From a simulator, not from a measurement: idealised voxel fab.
The process module that follows is named voxel wiring stack.
Cross-section cut: width 175 nm, square cells of 5 nm.
Format of a cross-section: grid, square cells. Given as bands. Order: top down. Band: one or more rows of cells.
Heads up on the band format: heights come first, top then bottom, in nm. After that it's the materials left to right, each with its width in nm. A single material flagged "edge to edge" fills the whole band edge to edge, and "air" means there's empty space there.
Height is counted from the level 0, under which the received wafer is composed throughout of one material. The lowest of the bands is not closed at the bottom but continues downward, in the notation "0 down".
With a width like "30..40", each row of cells in the band differs from the next by the same amount, the top row carrying the first number and the bottom row the second.
Basically "no alteration" means that step didn't change any cell in the cross-section.
So "Sealed voids" is basically the list of trapped voids: any empty space of 8 cells or more that can't reach the top through an opening. They're written width x height at distance, the distance being from the left edge, and it's all nm.
Text after the settings on a step's line: the simulator's own remark on that step.
"overlay nm" denotes, for a step that has a mask, the displacement of the mask to the right of its planned place, with negative values corresponding to the left.

**So here's the lineup of process steps we planned**
step 1: RECEIVE | material Si
step 2: CONFORMAL_DEP | material SiO2 | thk nm 15
step 3: DIRECTIONAL_DEP | material TiN | thk nm 5
step 4: DIRECTIONAL_DEP | material W | thk nm 15
step 5: DIRECTIONAL_DEP | material aC | thk nm 10
step 6: PATTERN | tone cover | mask id METAL_1 | material resist | width nm 25 | pitch nm 55 | thk nm 25 | overlay nm 0
step 7: DIRECTIONAL_ETCH | etch materials aC | depth nm 10
step 8: STRIP | etch materials resist
step 9: DIRECTIONAL_ETCH | etch materials W | depth nm 15
step 10: DIRECTIONAL_ETCH | etch materials TiN | depth nm 5
step 11: STRIP | etch materials aC
step 12: CONFORMAL_DEP | material SiCN | thk nm 5
step 13: FILL_DEP | material SiO2 | thk nm 5
step 14: CMP | height nm 35
step 15: CONFORMAL_DEP | material SiCN | thk nm 5
step 16: DIRECTIONAL_DEP | material lowk | thk nm 30
step 17: MASKED_ETCH | tone open | mask id METAL_2_HOLES | width nm 15 | etch materials lowk | depth nm 30 | overlay nm 0
step 18: MASKED_ETCH | tone open | mask id METAL_2 | width nm 25 | pitch nm 55 | etch materials lowk | depth nm 20 | overlay nm 0
step 19: MASKED_ETCH | tone open | mask id METAL_2 | width nm 25 | pitch nm 55 | etch materials SiCN | depth nm 5 | overlay nm 0
step 20: CONFORMAL_DEP | material TiN | thk nm 5
step 21: FILL_DEP | material Cu | thk nm 10
step 22: CMP | height nm 70
step 23: CONFORMAL_DEP | material SiN | thk nm 5

**First of two wafers - as planned**

**Cross-section of the wafer upon arrival, representing the state reached after step 1**
* 0 down  Si edge to edge
* Sealed voids: none

**The wafer in cross-section once step 2 is complete**
* 15 to 0  SiO2 edge to edge
* Lower than 0, everything is as it was.

**The wafer in cross-section once step 3 is complete**
* 20 to 15  TiN edge to edge
* Lower than 15, everything is as it was.

**The wafer in cross-section once step 4 is complete**
* 35 to 20  W edge to edge
* Lower than 20, everything is as it was.

**The wafer in cross-section once step 5 is complete**
* 45 to 35  aC edge to edge
* Lower than 35, everything is as it was.

**The wafer in cross-section once step 6 is complete**
* 70 to 45  45 of air / 25 of resist / 30 of air / 25 of resist / 50 of air
* Lower than 45, everything is as it was.

**The wafer in cross-section once step 7 is complete**
* 60 to 45  45 of air / 25 of resist / 30 of air / 25 of resist / 50 of air
* 45 to 35  45 of air / 25 of aC / 30 of air / 25 of aC / 50 of air
* Lower than 35, everything is as it was.

**The wafer in cross-section once step 8 is complete**
* 45 to 35  45 of air / 25 of aC / 30 of air / 25 of aC / 50 of air
* Lower than 35, everything is as it was.

**The wafer in cross-section once step 9 is complete**
* 45 to 35  45 of air / 25 of aC / 30 of air / 25 of aC / 50 of air
* 35 to 20  45 of air / 25 of W / 30 of air / 25 of W / 50 of air
* Lower than 20, everything is as it was.

**The wafer in cross-section once step 10 is complete**
* 45 to 35  45 of air / 25 of aC / 30 of air / 25 of aC / 50 of air
* 35 to 20  45 of air / 25 of W / 30 of air / 25 of W / 50 of air
* 20 to 15  45 of air / 25 of TiN / 30 of air / 25 of TiN / 50 of air
* Lower than 15, everything is as it was.

**The wafer in cross-section once step 11 is complete**
* 35 to 20  45 of air / 25 of W / 30 of air / 25 of W / 50 of air
* Lower than 20, everything is as it was.

**The wafer in cross-section once step 12 is complete**
* 40 to 35  40 of air / 35 of SiCN / 20 of air / 35 of SiCN / 45 of air
* 35 to 20  40 of air / 5 of SiCN / 25 of W / 5 of SiCN / 20 of air / 5 of SiCN / 25 of W / 5 of SiCN / 45 of air
* 20 to 15  45 of SiCN / 25 of TiN / 30 of SiCN / 25 of TiN / 50 of SiCN
* Lower than 15, everything is as it was.

**The wafer in cross-section once step 13 is complete**
* 45 to 40  SiO2 edge to edge
* 40 to 35  40 of SiO2 / 35 of SiCN / 20 of SiO2 / 35 of SiCN / 45 of SiO2
* 35 to 20  40 of SiO2 / 5 of SiCN / 25 of W / 5 of SiCN / 20 of SiO2 / 5 of SiCN / 25 of W / 5 of SiCN / 45 of SiO2
* Lower than 20, everything is as it was.

**The wafer in cross-section once step 14 is complete**
* 35 to 20  40 of SiO2 / 5 of SiCN / 25 of W / 5 of SiCN / 20 of SiO2 / 5 of SiCN / 25 of W / 5 of SiCN / 45 of SiO2
* Lower than 20, everything is as it was.

**The wafer in cross-section once step 15 is complete**
* 40 to 35  SiCN edge to edge
* Lower than 35, everything is as it was.

**The wafer in cross-section once step 16 is complete**
* 70 to 40  lowk edge to edge
* Lower than 40, everything is as it was.

**The wafer in cross-section once step 17 is complete**
* 70 to 40  45 of lowk / 15 of air / 115 of lowk
* Lower than 40, everything is as it was.

**The wafer in cross-section once step 18 is complete**
* 70 to 50  45 of lowk / 25 of air / 30 of lowk / 25 of air / 50 of lowk
* Lower than 50, everything is as it was.

**The wafer in cross-section once step 19 is complete**
* 70 to 50  45 of lowk / 25 of air / 30 of lowk / 25 of air / 50 of lowk
* 50 to 40  45 of lowk / 15 of air / 115 of lowk
* 40 to 35  45 of SiCN / 15 of air / 115 of SiCN
* Lower than 35, everything is as it was.

**The wafer in cross-section once step 20 is complete**
* 75 to 70  50 of TiN / 15 of air / 40 of TiN / 15 of air / 55 of TiN
* 70 to 55  45 of lowk / 5 of TiN / 15 of air / 5 of TiN / 30 of lowk / 5 of TiN / 15 of air / 5 of TiN / 50 of lowk
* 55 to 50  45 of lowk / 5 of TiN / 5 of air / 15 of TiN / 30 of lowk / 25 of TiN / 50 of lowk
* 50 to 40  45 of lowk / 5 of TiN / 5 of air / 5 of TiN / 115 of lowk
* 40 to 35  45 of SiCN / 15 of TiN / 115 of SiCN
* Lower than 35, everything is as it was.

**The wafer in cross-section once step 21 is complete**
* 85 to 75  Cu edge to edge
* 75 to 70  50 of TiN / 15 of Cu / 40 of TiN / 15 of Cu / 55 of TiN
* 70 to 55  45 of lowk / 5 of TiN / 15 of Cu / 5 of TiN / 30 of lowk / 5 of TiN / 15 of Cu / 5 of TiN / 50 of lowk
* 55 to 50  45 of lowk / 5 of TiN / 5 of Cu / 15 of TiN / 30 of lowk / 25 of TiN / 50 of lowk
* 50 to 40  45 of lowk / 5 of TiN / 5 of Cu / 5 of TiN / 115 of lowk
* Lower than 40, everything is as it was.

**The wafer in cross-section once step 22 is complete**
* 70 to 55  45 of lowk / 5 of TiN / 15 of Cu / 5 of TiN / 30 of lowk / 5 of TiN / 15 of Cu / 5 of TiN / 50 of lowk
* Lower than 55, everything is as it was.

**The wafer in cross-section once step 23 is complete**
* 75 to 70  SiN edge to edge
* Lower than 70, everything is as it was.

**It is to be noted that the second wafer proceeded from the same initial state and according to the same plan as the first, although one mistake was committed in its execution; through step 21, inclusive, the two wafers share an identical history**

Second wafer profile in section, at the moment step 22 of the plan was meant to be complete: no alteration

**Second wafer profile in section, at the moment step 23 of the plan was meant to be complete**
* 90 to 85  SiN edge to edge
* Lower than 85, everything is as it was.
Misprocessing identified: step 22 of the plan was bypassed and not carried out
Per the end-of-run cell counts, the second wafer holds more or fewer of some materials than the first: Cu +76, TiN +29
